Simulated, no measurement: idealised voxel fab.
The process module presented herein is designated voxel trench capacitor.
The width of the displayed cross-section, cut, is 225 nm; its cells are square, with a size of 5 nm.
How to read a cross-section here: the picture is a grid of square cells, written as bands going from the top down, and any band can span one or more rows of cells.
A band entry consists of two parts. The first gives the height of the band's top and the height of its bottom, in nm. The rest lists the band's materials from left to right, each with its width in nm. A single material labelled with the word "all across" fills the band from edge to edge, and the word "empty" marks empty space.
Note: height 0 marks the level under which the wafer is uniformly one material as received. Lowest band unbounded below, written "0 down".
A two-number width, for instance "30 to 40", indicates that the width is equal to the first number in the top row of the band and to the second number in the bottom row, and that it changes by a constant amount per row of cells.
"nothing different" means the step left every cell of the cross-section as it was.
Entry "Closed cavity list". Content: empty spaces with no open connection to the top, size 8 cells or greater. Each: width x height at distance. Distance: from left edge. Unit: nm.
Note: text after step settings on the step line = simulator remark on that step.
"overlay nm" on a masked step: distance the mask lay right of its planned place, negative for left.
Set out below are the planned steps of the process
- 1: RECEIVE with material Si
- 2: CONFORMAL_DEP with material SiN, thk nm 10
- 3: MASKED_ETCH with tone open, mask id TRENCH, width nm 15, pitch nm 35, etch materials SiN, depth nm 10, overlay nm 0
- 4: MASKED_ETCH with tone open, mask id TRENCH, width nm 15, pitch nm 35, etch materials Si, depth nm 40, overlay nm 0
- 5: CONFORMAL_DEP with material Al2O3, thk nm 5
- 6: FILL_DEP with material polySi, thk nm 10
- 7: CMP with height nm 10
Incoming wafer, cross-sectional view, post step 1
0 down | Si all across
Closed cavity list: none
first wafer at the end, as planned
10 to 0 | 70 SiN, then 5 Al2O3, then 5 polySi, then 5 Al2O3, then 20 SiN, then 5 Al2O3, then 5 polySi, then 5 Al2O3, then 20 SiN, then 5 Al2O3, then 5 polySi, then 5 Al2O3, then 70 SiN
0 to -35 | 70 Si, then 5 Al2O3, then 5 polySi, then 5 Al2O3, then 20 Si, then 5 Al2O3, then 5 polySi, then 5 Al2O3, then 20 Si, then 5 Al2O3, then 5 polySi, then 5 Al2O3, then 70 Si
-35 to -40 | 70 Si, then 15 Al2O3, then 20 Si, then 15 Al2O3, then 20 Si, then 15 Al2O3, then 70 Si
-40 down | Si all across
Closed cavity list: none
Cross-section, second wafer: same start as the first, same plan as the first, one mistake in running it; taken at the end of the module
10 to 0 | 70 SiN, then 5 Al2O3, then 5 polySi, then 5 Al2O3, then 20 SiN, then 5 Al2O3, then 5 polySi, then 5 Al2O3, then 20 SiN, then 5 Al2O3, then 5 polySi, then 5 Al2O3, then 70 SiN
0 to -40 | 70 Si, then 5 Al2O3, then 5 polySi, then 5 Al2O3, then 20 Si, then 5 Al2O3, then 5 polySi, then 5 Al2O3, then 20 Si, then 5 Al2O3, then 5 polySi, then 5 Al2O3, then 70 Si
-40 to -45 | 70 Si, then 15 Al2O3, then 20 Si, then 15 Al2O3, then 20 Si, then 15 Al2O3, then 70 Si
-45 down | Si all across
Closed cavity list: none
What was done differently from what was planned? step 4 ran with different settings than intended, the actual operation and settings being MASKED_ETCH with tone open, mask id TRENCH, width nm 15, pitch nm 35, etch materials Si, depth nm 45, overlay nm 0
at the end the second wafer has, in cells: Al2O3: 6 more | Si: 9 fewer | polySi: 3 more
